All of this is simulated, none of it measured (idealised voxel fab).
The name of this process module is voxel transistor to metal.
In the cross-section labelled cut, the width is 175 nm and each square cell is 5 nm.
Format of a cross-section: grid, square cells. Given as bands. Order: top down. Band: one or more rows of cells.
Band entry format. Leading values: height of top, height of bottom, nm. Remainder: materials in left-to-right order, each with its width in nm. Special words: "full width" on a single material, which then fills the band edge to edge; "blank", empty space.
All heights in this document are referenced to 0, defined as the level beneath which the wafer, as received, consists entirely of one material. The lowest band is not bounded below; it extends indefinitely downward and is written in the form "top 0, no bottom".
Per-row width for "30..40": begins at first number (top row of band), ends at second number (bottom row), increment between rows held constant.
Step marked "changes: none"? Then no cell in the cross-section changed in it.
Any empty space of 8 cells or more lacking an open way to the top shows up in "Trapped voids" as width x height at distance, distance from the left edge, in nm.
Heads up: the bit after the settings on a step's line is the simulator's remark on that step.
For masked steps, "overlay nm" on the step line gives how far right of plan the mask actually lay; a minus sign means it lay to the left.
Heads up before you read on: it's before/after pairs around one process step each, after side only down to the lowest band that changed, step plus settings under the pair. Pairs can be from different runs of this module, same starting wafer, so only chain a pair onto the one above if its "Pre-process state" entry says so.

Pre-process state
- top 55, bottom 40: blank=35  Ru=20  blank=65  Ru=20  blank=35
- top 40, bottom 35: TiN full width
- top 35, bottom 25: SiO2=35  TiN=5  W=10  TiN=5  SiO2=65  TiN=5  W=10  TiN=5  SiO2=35
- top 25, bottom 20: SiO2=35  TiN=20  SiO2=65  TiN=20  SiO2=35
- top 20, bottom 10: SiO2=35  TiN=5  nSi=30  SiN=5  HfO2=5  TiN=5  W=5  TiN=5  HfO2=5  SiN=5  nSi=30  TiN=5  SiO2=35
- top 10, bottom 0: SiO2=15  nSi=55  SiN=5  HfO2=5  TiN=5  W=5  TiN=5  HfO2=5  SiN=5  nSi=55  SiO2=15
- top 0, bottom -5: SiO2=15  nSi=5  SiN=5  nSi=45  SiN=5  HfO2=5  TiN=15  HfO2=5  SiN=5  nSi=45  SiN=5  nSi=5  SiO2=15
- top -5, bottom -10: SiO2=25  nSi=45  HfO2=35  nSi=45  SiO2=25
- top -10, bottom -20: SiO2=30  nSi=40  Si=35  nSi=40  SiO2=30
- top -20, bottom -30: SiO2=30  Si=115  SiO2=30
- top -30, no bottom: Si full width
- Trapped voids: none

Cross-Section Thereafter
- top 55, bottom 40: blank=35  Ru=20  blank=65  Ru=20  blank=35
- top 40, bottom 35: blank=35  TiN=20  blank=65  TiN=20  blank=35
- Beneath the level 35, the cross-section is identical to its previous state.
- Trapped voids: none
To go from the before cross-section above to the after cross-section, apply MASKED_ETCH with tone cover, mask id METAL_1, width nm 20, pitch nm 85, etch materials TiN, depth nm 5, overlay nm 0

Pre-process state: Please consult the pair immediately above; the cross-section it shows after its step is the state before this step.

Cross-Section Thereafter
- top 65, bottom 55: SiO2 full width
- top 55, bottom 40: SiO2=35  Ru=20  SiO2=65  Ru=20  SiO2=35
- top 40, bottom 35: SiO2=35  TiN=20  SiO2=65  TiN=20  SiO2=35
- Beneath the level 35, the cross-section is identical to its previous state.
- Trapped voids: none
To go from the before cross-section above to the after cross-section, apply FILL_DEP with material SiO2, thk nm 10

Pre-process state: Please consult the pair immediately above; the cross-section it shows after its step is the state before this step.

Cross-Section Thereafter
- top 55, bottom 40: SiO2=35  Ru=20  SiO2=65  Ru=20  SiO2=35
- Beneath the level 40, the cross-section is identical to its previous state.
- Trapped voids: none
To go from the before cross-section above to the after cross-section, apply CMP with height nm 55

Pre-process state: Please consult the pair immediately above; the cross-section it shows after its step is the state before this step.

Cross-Section Thereafter
- top 60, bottom 55: SiCN full width
- Beneath the level 55, the cross-section is identical to its previous state.
- Trapped voids: none
To go from the before cross-section above to the after cross-section, apply CONFORMAL_DEP with material SiCN, thk nm 5

Pre-process state: Please consult the pair immediately above; the cross-section it shows after its step is the state before this step.

Cross-Section Thereafter
- top 85, bottom 60: SiO2 full width
- Beneath the level 60, the cross-section is identical to its previous state.
- Trapped voids: none
To go from the before cross-section above to the after cross-section, apply DIRECTIONAL_DEP with material SiO2, thk nm 25

Pre-process state: Please consult the pair immediately above; the cross-section it shows after its step is the state before this step.

Cross-Section Thereafter
- top 85, bottom 60: SiO2=35  blank=15  SiO2=70  blank=15  SiO2=40
- Beneath the level 60, the cross-section is identical to its previous state.
- Trapped voids: none
To go from the before cross-section above to the after cross-section, apply MASKED_ETCH with tone open, mask id METAL_2_HOLES, width nm 15, pitch nm 85, etch materials SiO2, depth nm 25, overlay nm 0

Pre-process state: Please consult the pair immediately above; the cross-section it shows after its step is the state before this step.

Cross-Section Thereafter
- top 100, bottom 85: aC=35  blank=15  aC=70  blank=15  aC=40
- top 85, bottom 75: SiO2=35  blank=15  SiO2=70  blank=15  SiO2=40
- top 75, bottom 60: SiO2=35  aC=15  SiO2=70  aC=15  SiO2=40
- Beneath the level 60, the cross-section is identical to its previous state.
- Trapped voids: none
To go from the before cross-section above to the after cross-section, apply DIRECTIONAL_DEP with material aC, thk nm 15

Pre-process state: Please consult the pair immediately above; the cross-section it shows after its step is the state before this step.

Cross-Section Thereafter
- top 135, bottom 100: resist=35  blank=20  resist=65  blank=20  resist=35
- Beneath the level 100, the cross-section is identical to its previous state.
- Trapped voids: none
To go from the before cross-section above to the after cross-section, apply PATTERN with tone open, mask id METAL_2, material resist, width nm 20, pitch nm 85, thk nm 35, overlay nm 0

Pre-process state: Please consult the pair immediately above; the cross-section it shows after its step is the state before this step.

Cross-Section Thereafter
- top 120, bottom 100: resist=35  blank=20  resist=65  blank=20  resist=35
- top 100, bottom 85: aC=35  blank=20  aC=65  blank=20  aC=35
- top 85, bottom 60: SiO2=35  blank=15  SiO2=70  blank=15  SiO2=40
- Beneath the level 60, the cross-section is identical to its previous state.
- Trapped voids: none
To go from the before cross-section above to the after cross-section, apply DIRECTIONAL_ETCH with etch materials aC, depth nm 15

Pre-process state: Please consult the pair immediately above; the cross-section it shows after its step is the state before this step.

Cross-Section Thereafter
- top 100, bottom 85: aC=35  blank=20  aC=65  blank=20  aC=35
- Beneath the level 85, the cross-section is identical to its previous state.
- Trapped voids: none
To go from the before cross-section above to the after cross-section, apply STRIP with etch materials resist

Pre-process state: Please consult the pair immediately above; the cross-section it shows after its step is the state before this step.

Cross-Section Thereafter
- top 100, bottom 85: aC=35  blank=20  aC=65  blank=20  aC=35
- top 85, bottom 70: SiO2=35  blank=20  SiO2=65  blank=20  SiO2=35
- Beneath the level 70, the cross-section is identical to its previous state.
- Trapped voids: none
To go from the before cross-section above to the after cross-section, apply DIRECTIONAL_ETCH with etch materials SiO2, depth nm 15

Pre-process state: Please consult the pair immediately above; the cross-section it shows after its step is the state before this step.

Cross-Section Thereafter
- top 100, bottom 85: aC=35  blank=20  aC=65  blank=20  aC=35
- top 85, bottom 70: SiO2=35  blank=20  SiO2=65  blank=20  SiO2=35
- top 70, bottom 60: SiO2=35  blank=15  SiO2=70  blank=15  SiO2=40
- top 60, bottom 55: SiCN=35  blank=15  SiCN=70  blank=15  SiCN=40
- Beneath the level 55, the cross-section is identical to its previous state.
- Trapped voids: none
To go from the before cross-section above to the after cross-section, apply DIRECTIONAL_ETCH with etch materials SiCN, depth nm 5

Pre-process state: Please consult the pair immediately above; the cross-section it shows after its step is the state before this step.

Cross-Section Thereafter
- top 85, bottom 70: SiO2=35  blank=20  SiO2=65  blank=20  SiO2=35
- Beneath the level 70, the cross-section is identical to its previous state.
- Trapped voids: none
To go from the before cross-section above to the after cross-section, apply STRIP with etch materials aC

Pre-process state: Please consult the pair immediately above; the cross-section it shows after its step is the state before this step.

Cross-Section Thereafter
- top 90, bottom 85: TiN=40  blank=10  TiN=75  blank=10  TiN=40
- top 85, bottom 75: SiO2=35  TiN=5  blank=10  TiN=5  SiO2=65  TiN=5  blank=10  TiN=5  SiO2=35
- top 75, bottom 70: SiO2=35  TiN=5  blank=5  TiN=10  SiO2=65  TiN=5  blank=5  TiN=10  SiO2=35
- top 70, bottom 60: SiO2=35  TiN=5  blank=5  TiN=5  SiO2=70  TiN=5  blank=5  TiN=5  SiO2=40
- top 60, bottom 55: SiCN=35  TiN=15  SiCN=70  TiN=15  SiCN=40
- Beneath the level 55, the cross-section is identical to its previous state.
- Trapped voids: none
To go from the before cross-section above to the after cross-section, apply CONFORMAL_DEP with material TiN, thk nm 5

Pre-process state: Please consult the pair immediately above; the cross-section it shows after its step is the state before this step.

Cross-Section Thereafter
- top 95, bottom 90: Ru full width
- top 90, bottom 85: TiN=40  Ru=10  TiN=75  Ru=10  TiN=40
- top 85, bottom 75: SiO2=35  TiN=5  Ru=10  TiN=5  SiO2=65  TiN=5  Ru=10  TiN=5  SiO2=35
- top 75, bottom 70: SiO2=35  TiN=5  Ru=5  TiN=10  SiO2=65  TiN=5  Ru=5  TiN=10  SiO2=35
- top 70, bottom 60: SiO2=35  TiN=5  Ru=5  TiN=5  SiO2=70  TiN=5  Ru=5  TiN=5  SiO2=40
- Beneath the level 60, the cross-section is identical to its previous state.
- Trapped voids: none
To go from the before cross-section above to the after cross-section, apply FILL_DEP with material Ru, thk nm 5

Pre-process state: Please consult the pair immediately above; the cross-section it shows after its step is the state before this step.

Cross-Section Thereafter
- top 85, bottom 75: SiO2=35  TiN=5  Ru=10  TiN=5  SiO2=65  TiN=5  Ru=10  TiN=5  SiO2=35
- Beneath the level 75, the cross-section is identical to its previous state.
- Trapped voids: none
To go from the before cross-section above to the after cross-section, apply CMP with height nm 85

Pre-process state: Please consult the pair immediately above; the cross-section it shows after its step is the state before this step.

Cross-Section Thereafter
- top 90, bottom 85: SiCN full width
- Beneath the level 85, the cross-section is identical to its previous state.
- Trapped voids: none
To go from the before cross-section above to the after cross-section, apply CONFORMAL_DEP with material SiCN, thk nm 5

Pre-process state
- top 40, bottom 25: blank=70  SiN=5  SiCN=25  SiN=5  blank=70
- top 25, bottom 0: blank=70  SiN=5  polySi=25  SiN=5  blank=70
- top 0, bottom -5: blank=20  SiN=5  blank=45  SiN=5  polySi=25  SiN=5  blank=45  SiN=5  blank=20
- top -5, bottom -10: SiO2=25  blank=45  SiO2=35  blank=45  SiO2=25
- top -10, bottom -30: SiO2=30  Si=115  SiO2=30
- top -30, no bottom: Si full width
- Trapped voids: none

Cross-Section Thereafter
- top 40, bottom 25: blank=70  SiN=5  SiCN=25  SiN=5  blank=70
- top 25, bottom 5: blank=70  SiN=5  polySi=25  SiN=5  blank=70
- top 5, bottom 0: blank=20  nSi=50  SiN=5  polySi=25  SiN=5  nSi=50  blank=20
- top 0, bottom -5: blank=20  SiN=5  nSi=45  SiN=5  polySi=25  SiN=5  nSi=45  SiN=5  blank=20
- top -5, bottom -10: SiO2=25  nSi=45  SiO2=35  nSi=45  SiO2=25
- Beneath the level -10, the cross-section is identical to its previous state.
- Trapped voids: none
To go from the before cross-section above to the after cross-section, apply EPI with material nSi, thk nm 15

Pre-process state: Please consult the pair immediately above; the cross-section it shows after its step is the state before this step.

Cross-Section Thereafter
- top 40, bottom 25: blank=70  SiN=5  SiCN=25  SiN=5  blank=70
- top 25, bottom 0: blank=70  SiN=5  polySi=25  SiN=5  blank=70
- top 0, bottom -5: blank=20  SiN=5  blank=45  SiN=5  polySi=25  SiN=5  blank=45  SiN=5  blank=20
- Beneath the level -5, the cross-section is identical to its previous state.
- Trapped voids: none
To go from the before cross-section above to the after cross-section, apply DIRECTIONAL_ETCH with etch materials Si, depth nm 10

Pre-process state: Please consult the pair immediately above; the cross-section it shows after its step is the state before this step.

Cross-Section Thereafter
- top 45, bottom 40: SiO2 full width
- top 40, bottom 25: SiO2=70  SiN=5  SiCN=25  SiN=5  SiO2=70
- top 25, bottom 0: SiO2=70  SiN=5  polySi=25  SiN=5  SiO2=70
- top 0, bottom -5: SiO2=20  SiN=5  SiO2=45  SiN=5  polySi=25  SiN=5  SiO2=45  SiN=5  SiO2=20
- Beneath the level -5, the cross-section is identical to its previous state.
- Trapped voids: none
To go from the before cross-section above to the after cross-section, apply FILL_DEP with material SiO2, thk nm 5

Pre-process state: Please consult the pair immediately above; the cross-section it shows after its step is the state before this step.

Cross-Section Thereafter
- top 25, bottom 0: SiO2=70  SiN=5  polySi=25  SiN=5  SiO2=70
- Beneath the level 0, the cross-section is identical to its previous state.
- Trapped voids: none
To go from the before cross-section above to the after cross-section, apply CMP with height nm 25

Pre-process state: Please consult the pair immediately above; the cross-section it shows after its step is the state before this step.

Cross-Section Thereafter
- top 25, bottom 0: SiO2=70  SiN=5  blank=25  SiN=5  SiO2=70
- top 0, bottom -5: SiO2=20  SiN=5  SiO2=45  SiN=5  blank=25  SiN=5  SiO2=45  SiN=5  SiO2=20
- Beneath the level -5, the cross-section is identical to its previous state.
- Trapped voids: none
To go from the before cross-section above to the after cross-section, apply STRIP with etch materials polySi

Pre-process state: Please consult the pair immediately above; the cross-section it shows after its step is the state before this step.

Cross-Section Thereafter
- top 25, bottom 20: blank=70  SiN=5  blank=25  SiN=5  blank=70
- top 20, bottom 0: SiO2=70  SiN=5  blank=25  SiN=5  SiO2=70
- top 0, bottom -5: SiO2=20  SiN=5  SiO2=45  SiN=5  blank=25  SiN=5  SiO2=45  SiN=5  SiO2=20
- top -5, bottom -10: SiO2=25  nSi=45  blank=35  nSi=45  SiO2=25
- Beneath the level -10, the cross-section is identical to its previous state.
- Trapped voids: none
To go from the before cross-section above to the after cross-section, apply SELECTIVE_ETCH with etch materials SiO2, depth nm 5

Pre-process state: Please consult the pair immediately above; the cross-section it shows after its step is the state before this step.

Cross-Section Thereafter
- top 30, bottom 25: blank=65  HfO2=15  blank=15  HfO2=15  blank=65
- top 25, bottom 20: HfO2=70  SiN=5  HfO2=5  blank=15  HfO2=5  SiN=5  HfO2=70
- top 20, bottom 0: SiO2=70  SiN=5  HfO2=5  blank=15  HfO2=5  SiN=5  SiO2=70
- top 0, bottom -5: SiO2=20  SiN=5  SiO2=45  SiN=5  HfO2=5  blank=15  HfO2=5  SiN=5  SiO2=45  SiN=5  SiO2=20
- top -5, bottom -10: SiO2=25  nSi=45  HfO2=35  nSi=45  SiO2=25
- Beneath the level -10, the cross-section is identical to its previous state.
- Trapped voids: none
To go from the before cross-section above to the after cross-section, apply CONFORMAL_DEP with material HfO2, thk nm 5

Pre-process state: Please consult the pair immediately above; the cross-section it shows after its step is the state before this step.

Cross-Section Thereafter
- top 35, bottom 30: blank=60  TiN=25  blank=5  TiN=25  blank=60
- top 30, bottom 25: TiN=65  HfO2=15  TiN=5  blank=5  TiN=5  HfO2=15  TiN=65
- top 25, bottom 20: HfO2=70  SiN=5  HfO2=5  TiN=5  blank=5  TiN=5  HfO2=5  SiN=5  HfO2=70
- top 20, bottom 0: SiO2=70  SiN=5  HfO2=5  TiN=5  blank=5  TiN=5  HfO2=5  SiN=5  SiO2=70
- top 0, bottom -5: SiO2=20  SiN=5  SiO2=45  SiN=5  HfO2=5  TiN=15  HfO2=5  SiN=5  SiO2=45  SiN=5  SiO2=20
- Beneath the level -5, the cross-section is identical to its previous state.
- Trapped voids: none
To go from the before cross-section above to the after cross-section, apply CONFORMAL_DEP with material TiN, thk nm 5

Pre-process state: Please consult the pair immediately above; the cross-section it shows after its step is the state before this step.

Cross-Section Thereafter
- top 40, bottom 35: W full width
- top 35, bottom 30: W=60  TiN=25  W=5  TiN=25  W=60
- top 30, bottom 25: TiN=65  HfO2=15  TiN=5  W=5  TiN=5  HfO2=15  TiN=65
- top 25, bottom 20: HfO2=70  SiN=5  HfO2=5  TiN=5  W=5  TiN=5  HfO2=5  SiN=5  HfO2=70
- top 20, bottom 0: SiO2=70  SiN=5  HfO2=5  TiN=5  W=5  TiN=5  HfO2=5  SiN=5  SiO2=70
- Beneath the level 0, the cross-section is identical to its previous state.
- Trapped voids: none
To go from the before cross-section above to the after cross-section, apply FILL_DEP with material W, thk nm 5

Pre-process state: Please consult the pair immediately above; the cross-section it shows after its step is the state before this step.

Cross-Section Thereafter
- top 20, bottom 0: SiO2=70  SiN=5  HfO2=5  TiN=5  W=5  TiN=5  HfO2=5  SiN=5  SiO2=70
- Beneath the level 0, the cross-section is identical to its previous state.
- Trapped voids: none
To go from the before cross-section above to the after cross-section, apply CMP with height nm 20

Pre-process state: Please consult the pair immediately above; the cross-section it shows after its step is the state before this step.

Cross-Section Thereafter
- top 35, bottom 20: SiO2 full width
- Beneath the level 20, the cross-section is identical to its previous state.
- Trapped voids: none
To go from the before cross-section above to the after cross-section, apply DIRECTIONAL_DEP with material SiO2, thk nm 15

Pre-process state: Please consult the pair immediately above; the cross-section it shows after its step is the state before this step.

Cross-Section Thereafter
- top 45, bottom 35: aC full width
- Beneath the level 35, the cross-section is identical to its previous state.
- Trapped voids: none
To go from the before cross-section above to the after cross-section, apply DIRECTIONAL_DEP with material aC, thk nm 10

Pre-process state: Please consult the pair immediately above; the cross-section it shows after its step is the state before this step.

Cross-Section Thereafter
- top 75, bottom 45: resist=35  blank=20  resist=65  blank=20  resist=35
- Beneath the level 45, the cross-section is identical to its previous state.
- Trapped voids: none
To go from the before cross-section above to the after cross-section, apply PATTERN with tone open, mask id CONTACT, material resist, width nm 20, pitch nm 85, thk nm 30, overlay nm 0

Pre-process state: Please consult the pair immediately above; the cross-section it shows after its step is the state before this step.

Cross-Section Thereafter
- top 65, bottom 45: resist=35  blank=20  resist=65  blank=20  resist=35
- top 45, bottom 35: aC=35  blank=20  aC=65  blank=20  aC=35
- Beneath the level 35, the cross-section is identical to its previous state.
- Trapped voids: none
To go from the before cross-section above to the after cross-section, apply DIRECTIONAL_ETCH with etch materials aC, depth nm 10

Pre-process state: Please consult the pair immediately above; the cross-section it shows after its step is the state before this step.

Cross-Section Thereafter
- top 45, bottom 35: aC=35  blank=20  aC=65  blank=20  aC=35
- Beneath the level 35, the cross-section is identical to its previous state.
- Trapped voids: none
To go from the before cross-section above to the after cross-section, apply STRIP with etch materials resist

Pre-process state: Please consult the pair immediately above; the cross-section it shows after its step is the state before this step.

Cross-Section Thereafter
- top 45, bottom 35: aC=35  blank=20  aC=65  blank=20  aC=35
- top 35, bottom 20: SiO2=35  blank=20  SiO2=65  blank=20  SiO2=35
- top 20, bottom 0: SiO2=35  blank=20  SiO2=15  SiN=5  HfO2=5  TiN=5  W=5  TiN=5  HfO2=5  SiN=5  SiO2=15  blank=20  SiO2=35
- top 0, bottom -5: SiO2=20  SiN=5  SiO2=10  blank=20  SiO2=15  SiN=5  HfO2=5  TiN=15  HfO2=5  SiN=5  SiO2=15  blank=20  SiO2=10  SiN=5  SiO2=20
- Beneath the level -5, the cross-section is identical to its previous state.
- Trapped voids: none
To go from the before cross-section above to the after cross-section, apply DIRECTIONAL_ETCH with etch materials SiO2, depth nm 40

Pre-process state: Please consult the pair immediately above; the cross-section it shows after its step is the state before this step.

Cross-Section Thereafter
- top 35, bottom 20: SiO2=35  blank=20  SiO2=65  blank=20  SiO2=35
- Beneath the level 20, the cross-section is identical to its previous state.
- Trapped voids: none
To go from the before cross-section above to the after cross-section, apply STRIP with etch materials aC

Pre-process state: Please consult the pair immediately above; the cross-section it shows after its step is the state before this step.

Cross-Section Thereafter
- top 40, bottom 35: TiN=40  blank=10  TiN=75  blank=10  TiN=40
- top 35, bottom 20: SiO2=35  TiN=5  blank=10  TiN=5  SiO2=65  TiN=5  blank=10  TiN=5  SiO2=35
- top 20, bottom 0: SiO2=35  TiN=5  blank=10  TiN=5  SiO2=15  SiN=5  HfO2=5  TiN=5  W=5  TiN=5  HfO2=5  SiN=5  SiO2=15  TiN=5  blank=10  TiN=5  SiO2=35
- top 0, bottom -5: SiO2=20  SiN=5  SiO2=10  TiN=20  SiO2=15  SiN=5  HfO2=5  TiN=15  HfO2=5  SiN=5  SiO2=15  TiN=20  SiO2=10  SiN=5  SiO2=20
- Beneath the level -5, the cross-section is identical to its previous state.
- Trapped voids: none
To go from the before cross-section above to the after cross-section, apply CONFORMAL_DEP with material TiN, thk nm 5

Pre-process state: Please consult the pair immediately above; the cross-section it shows after its step is the state before this step.

Cross-Section Thereafter
- top 45, bottom 40: W full width
- top 40, bottom 35: TiN=40  W=10  TiN=75  W=10  TiN=40
- top 35, bottom 20: SiO2=35  TiN=5  W=10  TiN=5  SiO2=65  TiN=5  W=10  TiN=5  SiO2=35
- top 20, bottom 0: SiO2=35  TiN=5  W=10  TiN=5  SiO2=15  SiN=5  HfO2=5  TiN=5  W=5  TiN=5  HfO2=5  SiN=5  SiO2=15  TiN=5  W=10  TiN=5  SiO2=35
- Beneath the level 0, the cross-section is identical to its previous state.
- Trapped voids: none
To go from the before cross-section above to the after cross-section, apply FILL_DEP with material W, thk nm 5

Pre-process state: Please consult the pair immediately above; the cross-section it shows after its step is the state before this step.

Cross-Section Thereafter
- top 35, bottom 20: SiO2=35  TiN=5  W=10  TiN=5  SiO2=65  TiN=5  W=10  TiN=5  SiO2=35
- Beneath the level 20, the cross-section is identical to its previous state.
- Trapped voids: none
To go from the before cross-section above to the after cross-section, apply CMP with height nm 35

Pre-process state: Please consult the pair immediately above; the cross-section it shows after its step is the state before this step.

Cross-Section Thereafter
- top 40, bottom 35: TiN full width
- Beneath the level 35, the cross-section is identical to its previous state.
- Trapped voids: none
To go from the before cross-section above to the after cross-section, apply DIRECTIONAL_DEP with material TiN, thk nm 5

Pre-process state: Please consult the pair immediately above; the cross-section it shows after its step is the state before this step.

Cross-Section Thereafter
- top 55, bottom 40: Ru full width
- Beneath the level 40, the cross-section is identical to its previous state.
- Trapped voids: none
To go from the before cross-section above to the after cross-section, apply DIRECTIONAL_DEP with material Ru, thk nm 15

Pre-process state: Please consult the pair immediately above; the cross-section it shows after its step is the state before this step.

Cross-Section Thereafter
- top 55, bottom 40: blank=35  Ru=20  blank=65  Ru=20  blank=35
- Beneath the level 40, the cross-section is identical to its previous state.
- Trapped voids: none
To go from the before cross-section above to the after cross-section, apply MASKED_ETCH with tone cover, mask id METAL_1, width nm 20, pitch nm 85, etch materials Ru, depth nm 15, overlay nm 0

Pre-process state: Please consult the pair immediately above; the cross-section it shows after its step is the state before this step.

Cross-Section Thereafter
- top 55, bottom 40: blank=35  Ru=20  blank=65  Ru=20  blank=35
- top 40, bottom 35: blank=35  TiN=20  blank=65  TiN=20  blank=35
- Beneath the level 35, the cross-section is identical to its previous state.
- Trapped voids: none
To go from the before cross-section above to the after cross-section, apply MASKED_ETCH with tone cover, mask id METAL_1, width nm 20, pitch nm 85, etch materials TiN, depth nm 5, overlay nm 0

Pre-process state: Please consult the pair immediately above; the cross-section it shows after its step is the state before this step.

Cross-Section Thereafter
- top 65, bottom 55: SiO2 full width
- top 55, bottom 40: SiO2=35  Ru=20  SiO2=65  Ru=20  SiO2=35
- top 40, bottom 35: SiO2=35  TiN=20  SiO2=65  TiN=20  SiO2=35
- Beneath the level 35, the cross-section is identical to its previous state.
- Trapped voids: none
To go from the before cross-section above to the after cross-section, apply FILL_DEP with material SiO2, thk nm 10

Pre-process state: Please consult the pair immediately above; the cross-section it shows after its step is the state before this step.

Cross-Section Thereafter
- top 55, bottom 40: SiO2=35  Ru=20  SiO2=65  Ru=20  SiO2=35
- Beneath the level 40, the cross-section is identical to its previous state.
- Trapped voids: none
To go from the before cross-section above to the after cross-section, apply CMP with height nm 55

Pre-process state: Please consult the pair immediately above; the cross-section it shows after its step is the state before this step.

Cross-Section Thereafter
- top 60, bottom 55: SiCN full width
- Beneath the level 55, the cross-section is identical to its previous state.
- Trapped voids: none
To go from the before cross-section above to the after cross-section, apply CONFORMAL_DEP with material SiCN, thk nm 5

Pre-process state: Please consult the pair immediately above; the cross-section it shows after its step is the state before this step.

Cross-Section Thereafter
- top 85, bottom 60: SiO2 full width
- Beneath the level 60, the cross-section is identical to its previous state.
- Trapped voids: none
To go from the before cross-section above to the after cross-section, apply DIRECTIONAL_DEP with material SiO2, thk nm 25

Pre-process state: Please consult the pair immediately above; the cross-section it shows after its step is the state before this step.

Cross-Section Thereafter
- top 85, bottom 60: SiO2=35  blank=15  SiO2=70  blank=15  SiO2=40
- Beneath the level 60, the cross-section is identical to its previous state.
- Trapped voids: none
To go from the before cross-section above to the after cross-section, apply MASKED_ETCH with tone open, mask id METAL_2_HOLES, width nm 15, pitch nm 85, etch materials SiO2, depth nm 25, overlay nm 0

Pre-process state: Please consult the pair immediately above; the cross-section it shows after its step is the state before this step.

Cross-Section Thereafter
- top 100, bottom 85: aC=35  blank=15  aC=70  blank=15  aC=40
- top 85, bottom 75: SiO2=35  blank=15  SiO2=70  blank=15  SiO2=40
- top 75, bottom 60: SiO2=35  aC=15  SiO2=70  aC=15  SiO2=40
- Beneath the level 60, the cross-section is identical to its previous state.
- Trapped voids: none
To go from the before cross-section above to the after cross-section, apply DIRECTIONAL_DEP with material aC, thk nm 15

Pre-process state: Please consult the pair immediately above; the cross-section it shows after its step is the state before this step.

Cross-Section Thereafter
- top 135, bottom 100: resist=35  blank=20  resist=65  blank=20  resist=35
- Beneath the level 100, the cross-section is identical to its previous state.
- Trapped voids: none
To go from the before cross-section above to the after cross-section, apply PATTERN with tone open, mask id METAL_2, material resist, width nm 20, pitch nm 85, thk nm 35, overlay nm 0

Pre-process state: Please consult the pair immediately above; the cross-section it shows after its step is the state before this step.

Cross-Section Thereafter
- top 120, bottom 100: resist=35  blank=20  resist=65  blank=20  resist=35
- top 100, bottom 85: aC=35  blank=20  aC=65  blank=20  aC=35
- top 85, bottom 60: SiO2=35  blank=15  SiO2=70  blank=15  SiO2=40
- Beneath the level 60, the cross-section is identical to its previous state.
- Trapped voids: none
To go from the before cross-section above to the after cross-section, apply DIRECTIONAL_ETCH with etch materials aC, depth nm 15

Pre-process state: Please consult the pair immediately above; the cross-section it shows after its step is the state before this step.

Cross-Section Thereafter
- top 100, bottom 85: aC=35  blank=20  aC=65  blank=20  aC=35
- Beneath the level 85, the cross-section is identical to its previous state.
- Trapped voids: none
To go from the before cross-section above to the after cross-section, apply STRIP with etch materials resist

Pre-process state: Please consult the pair immediately above; the cross-section it shows after its step is the state before this step.

Cross-Section Thereafter
- top 100, bottom 85: aC=35  blank=20  aC=65  blank=20  aC=35
- top 85, bottom 70: SiO2=35  blank=20  SiO2=65  blank=20  SiO2=35
- Beneath the level 70, the cross-section is identical to its previous state.
- Trapped voids: none
To go from the before cross-section above to the after cross-section, apply DIRECTIONAL_ETCH with etch materials SiO2, depth nm 15

Pre-process state: Please consult the pair immediately above; the cross-section it shows after its step is the state before this step.

Cross-Section Thereafter
- top 100, bottom 85: aC=35  blank=20  aC=65  blank=20  aC=35
- top 85, bottom 70: SiO2=35  blank=20  SiO2=65  blank=20  SiO2=35
- top 70, bottom 60: SiO2=35  blank=15  SiO2=70  blank=15  SiO2=40
- top 60, bottom 55: SiCN=35  blank=15  SiCN=70  blank=15  SiCN=40
- Beneath the level 55, the cross-section is identical to its previous state.
- Trapped voids: none
To go from the before cross-section above to the after cross-section, apply DIRECTIONAL_ETCH with etch materials SiCN, depth nm 5

Pre-process state: Please consult the pair immediately above; the cross-section it shows after its step is the state before this step.

Cross-Section Thereafter
- top 85, bottom 70: SiO2=35  blank=20  SiO2=65  blank=20  SiO2=35
- Beneath the level 70, the cross-section is identical to its previous state.
- Trapped voids: none
To go from the before cross-section above to the after cross-section, apply STRIP with etch materials aC

Pre-process state: Please consult the pair immediately above; the cross-section it shows after its step is the state before this step.

Cross-Section Thereafter
- top 90, bottom 85: TiN=40  blank=10  TiN=75  blank=10  TiN=40
- top 85, bottom 75: SiO2=35  TiN=5  blank=10  TiN=5  SiO2=65  TiN=5  blank=10  TiN=5  SiO2=35
- top 75, bottom 70: SiO2=35  TiN=5  blank=5  TiN=10  SiO2=65  TiN=5  blank=5  TiN=10  SiO2=35
- top 70, bottom 60: SiO2=35  TiN=5  blank=5  TiN=5  SiO2=70  TiN=5  blank=5  TiN=5  SiO2=40
- top 60, bottom 55: SiCN=35  TiN=15  SiCN=70  TiN=15  SiCN=40
- Beneath the level 55, the cross-section is identical to its previous state.
- Trapped voids: none
To go from the before cross-section above to the after cross-section, apply CONFORMAL_DEP with material TiN, thk nm 5

Pre-process state: Please consult the pair immediately above; the cross-section it shows after its step is the state before this step.

Cross-Section Thereafter
- top 95, bottom 90: Ru full width
- top 90, bottom 85: TiN=40  Ru=10  TiN=75  Ru=10  TiN=40
- top 85, bottom 75: SiO2=35  TiN=5  Ru=10  TiN=5  SiO2=65  TiN=5  Ru=10  TiN=5  SiO2=35
- top 75, bottom 70: SiO2=35  TiN=5  Ru=5  TiN=10  SiO2=65  TiN=5  Ru=5  TiN=10  SiO2=35
- top 70, bottom 60: SiO2=35  TiN=5  Ru=5  TiN=5  SiO2=70  TiN=5  Ru=5  TiN=5  SiO2=40
- Beneath the level 60, the cross-section is identical to its previous state.
- Trapped voids: none
To go from the before cross-section above to the after cross-section, apply FILL_DEP with material Ru, thk nm 5

Pre-process state: Please consult the pair immediately above; the cross-section it shows after its step is the state before this step.

Cross-Section Thereafter
- top 85, bottom 75: SiO2=35  TiN=5  Ru=10  TiN=5  SiO2=65  TiN=5  Ru=10  TiN=5  SiO2=35
- Beneath the level 75, the cross-section is identical to its previous state.
- Trapped voids: none
To go from the before cross-section above to the after cross-section, apply CMP with height nm 85

Pre-process state: Please consult the pair immediately above; the cross-section it shows after its step is the state before this step.

Cross-Section Thereafter
- top 90, bottom 85: SiCN full width
- Beneath the level 85, the cross-section is identical to its previous state.
- Trapped voids: none
To go from the before cross-section above to the after cross-section, apply CONFORMAL_DEP with material SiCN, thk nm 5
